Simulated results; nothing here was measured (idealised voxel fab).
Title: Process Module voxel trench capacitor
In the cross-section labelled cut, the width is 155 nm and each square cell is 5 nm.
If you're reading a cross-section in this doc, picture square cells in a grid; it comes to you as bands, top ones listed first down to the bottom, and a band can be one or more rows of cells. Band entry format. Leading values: height of top, height of bottom, nm. Remainder: materials in left-to-right order, each with its width in nm. Special words: "full width" on a single material, which then fills the band edge to edge; "air", empty space. Below 0: as-received wafer, all one material; heights counted from there. Lowest band: no bottom, goes on down, written "0..down". It should be noted that a width expressed as "30->40" varies in equal increments from row to row of cells within the band, taking the value of the first number at the top row and that of the second number at the bottom row. A step reported as "left unchanged" is a step in which no cell of the cross-section changed. Empty spaces without an open route to the top, at least 8 cells in extent, make up the entry "Fully sealed voids"; each is given as width x height at distance, where the distance is measured from the left edge, and all are in nm. Formally, on a step line, whatever follows the settings is a remark that the simulator itself makes on the step. When a step includes a mask, the "overlay nm" setting on its line states how far to the right of its planned place that mask lay, and negative values state how far to the left.

## Process steps (planned)
1,RECEIVE | material Si
2,CONFORMAL_DEP | material SiN | thk nm 10
3,DIRECTIONAL_DEP | material aC | thk nm 15
4,PATTERN | tone open | mask id TRENCH | material resist | width nm 15 | pitch nm 40 | thk nm 35 | overlay nm 0
5,DIRECTIONAL_ETCH | etch materials aC | depth nm 15
6,STRIP | etch materials resist
7,DIRECTIONAL_ETCH | etch materials SiN | depth nm 10
8,DIRECTIONAL_ETCH | etch materials Si | depth nm 30
9,STRIP | etch materials aC
10,CONFORMAL_DEP | material SiO2 | thk nm 5
11,FILL_DEP | material polySi | thk nm 10
12,CMP | height nm 10
Quick note for whoever runs this: the wafers start identical, but the width nm at step 4 isn't the same across them. The plan just shows what the first wafer had.

## First of several wafers, received after step 1, in cross-section
    0..down  Si full width
    Fully sealed voids: none

## Take a look at the first of several wafers in cross-section: the module is done, and step 12 was its last step
    10..0  30 nm SiN, then 5 nm SiO2, then 5 nm polySi, then 5 nm SiO2, then 25 nm SiN, then 5 nm SiO2, then 5 nm polySi, then 5 nm SiO2, then 25 nm SiN, then 5 nm SiO2, then 5 nm polySi, then 5 nm SiO2, then 30 nm SiN
    0..-25  30 nm Si, then 5 nm SiO2, then 5 nm polySi, then 5 nm SiO2, then 25 nm Si, then 5 nm SiO2, then 5 nm polySi, then 5 nm SiO2, then 25 nm Si, then 5 nm SiO2, then 5 nm polySi, then 5 nm SiO2, then 30 nm Si
    -25..-30  30 nm Si, then 15 nm SiO2, then 25 nm Si, then 15 nm SiO2, then 25 nm Si, then 15 nm SiO2, then 30 nm Si
    -30..down  Si full width
    Fully sealed voids: none

## Showing the last wafer in cross-section at the end of the module
    10..0  25 nm SiN, then 5 nm SiO2, then 15 nm polySi, then 5 nm SiO2, then 15 nm SiN, then 5 nm SiO2, then 15 nm polySi, then 5 nm SiO2, then 15 nm SiN, then 5 nm SiO2, then 15 nm polySi, then 5 nm SiO2, then 25 nm SiN
    0..-25  25 nm Si, then 5 nm SiO2, then 15 nm polySi, then 5 nm SiO2, then 15 nm Si, then 5 nm SiO2, then 15 nm polySi, then 5 nm SiO2, then 15 nm Si, then 5 nm SiO2, then 15 nm polySi, then 5 nm SiO2, then 25 nm Si
    -25..-30  25 nm Si, then 25 nm SiO2, then 15 nm Si, then 25 nm SiO2, then 15 nm Si, then 25 nm SiO2, then 25 nm Si
    -30..down  Si full width
    Fully sealed voids: none

## wafer rows; end of module; cells per material since receipt: (+) gained, (-) lost; then closed voids
width nm 15; -54 Si; +44 SiN; +51 SiO2; +21 polySi; Fully sealed voids: none
width nm 20; -72 Si; +38 SiN; +54 SiO2; +42 polySi; Fully sealed voids: none
width nm 25; -90 Si; +32 SiN; +57 SiO2; +63 polySi; Fully sealed voids: none
